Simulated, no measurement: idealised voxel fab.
process module | voxel released beams
cross-section cut | 195 nm wide | cells 5 nm
A cross-section is a grid of square cells, given in bands from the top down. A band is one or more rows of cells.
Each band's line starts with the height of the band's top and of its bottom, in nm. Then come its materials from left to right, each with its width in nm. One material with "throughout" fills the band from edge to edge. "air" is empty space.
Height 0 is the level under which the wafer as received is all one material. The lowest band goes on downwards, as in "0 down".
A width such as "30 to 40" changes by the same amount from each row of cells to the next, from the band's top row to its bottom row.
"no change" after a step means that no cell of the cross-section changed.
closed voids: empty space of 8 cells or more with no open way to the top, each as width x height at its distance from the left edge, in nm
after a step's settings: what the simulator itself notes on the step
overlay nm, on a step with a mask: how far to the right of its planned place the mask lay; to the left if negative
plan
1 op RECEIVE | material Si
2 op CONFORMAL_DEP | material SiN | thk nm 5
3 op DIRECTIONAL_DEP | material SiO2 | thk nm 10
4 op DIRECTIONAL_DEP | material aC | thk nm 10
5 op PATTERN | tone open | mask id ANCHOR | material resist | width nm 40 | thk nm 30 | overlay nm 0
6 op DIRECTIONAL_ETCH | etch materials aC | depth nm 10
7 op STRIP | etch materials resist
8 op DIRECTIONAL_ETCH | etch materials SiO2 | depth nm 10
9 op STRIP | etch materials aC
10 op CONFORMAL_DEP | material W | thk nm 15
11 op MASKED_ETCH | tone cover | mask id BEAM | width nm 110 | etch materials W | depth nm 15 | overlay nm 0
12 op STRIP | etch materials SiO2
as received, after step 1
  0 down: Si throughout
  closed voids: none
a wafer at the end: this start, this plan, one mistake
  45 to 30: air 40 | W 110 | air 45
  30 to 15: W throughout
  15 to 5: SiO2 45 | W 40 | SiO2 110
  5 to 0: SiN throughout
  0 down: Si throughout
  closed voids: none
what went wrong: step 10 was run twice
